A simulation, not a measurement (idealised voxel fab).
You're looking at the process module voxel double patterning.
FYI the section here is cut, 190 nm wide, cells are 5 nm squares.
When this document writes out a cross-section, it uses a grid of square cells and lists it as bands, beginning at the top and moving down, with a band standing for one or more rows of cells.
This entry defines a band. It first specifies the height of the band's top and the height of its bottom in nm, and then specifies the band's materials from left to right, stating each material with its width in nm. The word "full width" identifies a single material that fills the band from edge to edge, while the word "empty" identifies empty space.
Height is counted from the level 0, under which the received wafer is composed throughout of one material. The lowest of the bands is not closed at the bottom but continues downward, in the notation "z 0 and below".
A width given as "30..40" starts at the first number in the band's top row and ends at the second number in its bottom row, shifting by an equal amount at every step from row to row.
For the purposes of this document, the phrase "no change" attached to a step denotes that no cell within the cross-section was modified by that step.
Enclosed voids (no open way to top), threshold 8 cells or more, entry "Sealed void list", notation width x height at distance, distance from left edge, nm.
Text after the settings on a step's line: the simulator's own remark on that step.
The setting "overlay nm" may be written on the line of a step. When the step uses a mask, the value reports how far to the right of the planned place the mask lay, and a negative value reports that it lay to the left.

Set out below are the planned steps of the process
- 1: RECEIVE: material Si
- 2: CONFORMAL_DEP: material SiO2, thk nm 10
- 3: DIRECTIONAL_DEP: material polySi, thk nm 15
- 4: DIRECTIONAL_DEP: material SiN, thk nm 5
- 5: DIRECTIONAL_DEP: material aC, thk nm 10
- 6: PATTERN: tone open, mask id FIRST, material resist, width nm 15, pitch nm 50, thk nm 30, overlay nm 0
- 7: DIRECTIONAL_ETCH: etch materials aC, depth nm 10
- 8: STRIP: etch materials resist
- 9: DIRECTIONAL_ETCH: etch materials SiN, depth nm 5
- 10: STRIP: etch materials aC
- 11: MASKED_ETCH: tone open, mask id SECOND, width nm 15, pitch nm 50, etch materials SiN, depth nm 5, overlay nm 0
- 12: DIRECTIONAL_ETCH: etch materials polySi, depth nm 15
- 13: STRIP: etch materials SiN

Cross-section of the incoming wafer, state after step 1
* z 0 and below  Si full width
* Sealed void list: none

The cross-section shown corresponds to the wafer at the conclusion of the module. The initial structure and the process plan are those presented above; however, one mistake occurred in executing the plan
* z 25 to 15  SiO2 full width
* z 15 to 0  polySi full width
* z 0 and below  Si full width
* Sealed void list: none
Deviation from plan: plan vs actual: 2 and 3 interchanged
